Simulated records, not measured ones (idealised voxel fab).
Process module, titled voxel self aligned vias
Shown is cross-section cut, with a width of 290 nm and square cells of size 5 nm.
Notation: cross-section as square-cell grid; stated in bands, top first, going down; one or more cell rows per band. In this notation a band is specified by the heights of its top and bottom, in that order and in nm, after which its materials appear from left to right, each paired with its width in nm. The word "full width" attached to a single material means that material fills the band from edge to edge; the word "blank" stands for empty space. Heads up on the height convention: 0 is the point under which the incoming wafer is all one material, and the lowest band has no bottom, it just keeps going down, like "0..down". Quick explanation for "30->40": the width changes in equal steps down the rows of cells, from the first number in the band's top row to the second number in its bottom row. Any step labelled "remained the same" changed none of the cells in the cross-section. Empty spaces without an open route to the top, at least 8 cells in extent, make up the entry "Unvented voids"; each is given as width x height at distance, where the distance is measured from the left edge, and all are in nm. That trailing text on a step's line, after the settings, is the simulator's own remark on the step. overlay nm: mask right of planned place by this much (step with mask). Neg. = left.

-- So here's the lineup of process steps we planned
step 1: RECEIVE: material Si
step 2: CONFORMAL_DEP: material SiO2, thk nm 15
step 3: CONFORMAL_DEP: material SiCN, thk nm 5
step 4: DIRECTIONAL_DEP: material SiO2, thk nm 20
step 5: PATTERN: tone open, mask id LINES, material resist, width nm 30, pitch nm 70, thk nm 15, overlay nm 0
step 6: DIRECTIONAL_ETCH: etch materials SiO2, depth nm 20
step 7: STRIP: etch materials resist
step 8: CONFORMAL_DEP: material TiN, thk nm 5
step 9: FILL_DEP: material W, thk nm 5
step 10: CMP: height nm 40
step 11: SELECTIVE_ETCH: etch materials W Ru TiN, depth nm 5
step 12: FILL_DEP: material SiN, thk nm 5
step 13: CMP: height nm 40
step 14: DIRECTIONAL_DEP: material SiO2, thk nm 20
step 15: MASKED_ETCH: tone open, mask id VIAS, width nm 40, pitch nm 70, etch materials SiO2, depth nm 20, overlay nm 0
step 16: MASKED_ETCH: tone open, mask id VIAS, width nm 40, pitch nm 70, etch materials SiN, depth nm 5, overlay nm 0
step 17: CONFORMAL_DEP: material TiN, thk nm 5
step 18: FILL_DEP: material Cu, thk nm 5
step 19: CMP: height nm 60
step 20: CONFORMAL_DEP: material SiN, thk nm 5

-- Cross-section of the incoming wafer, state after step 1
0..down  Si full width
Unvented voids: none

-- Cross-section at module end, one run error; start and plan unchanged from above
60..55  SiN full width
55..45  55 SiO2, 5 TiN, 30 Cu, 5 TiN, 30 SiO2, 5 TiN, 30 Cu, 5 TiN, 30 SiO2, 5 TiN, 30 Cu, 5 TiN, 55 SiO2
45..40  55 SiO2, 10 TiN, 20 Cu, 10 TiN, 30 SiO2, 10 TiN, 20 Cu, 10 TiN, 30 SiO2, 10 TiN, 20 Cu, 10 TiN, 55 SiO2
40..35  60 SiO2, 30 TiN, 40 SiO2, 30 TiN, 40 SiO2, 30 TiN, 60 SiO2
35..25  60 SiO2, 5 TiN, 20 W, 5 TiN, 40 SiO2, 5 TiN, 20 W, 5 TiN, 40 SiO2, 5 TiN, 20 W, 5 TiN, 60 SiO2
25..20  60 SiO2, 30 TiN, 40 SiO2, 30 TiN, 40 SiO2, 30 TiN, 60 SiO2
20..15  SiCN full width
15..0  SiO2 full width
0..down  Si full width
Unvented voids: none
Deviation from plan: not per plan at step 19, really ran CMP: height nm 55
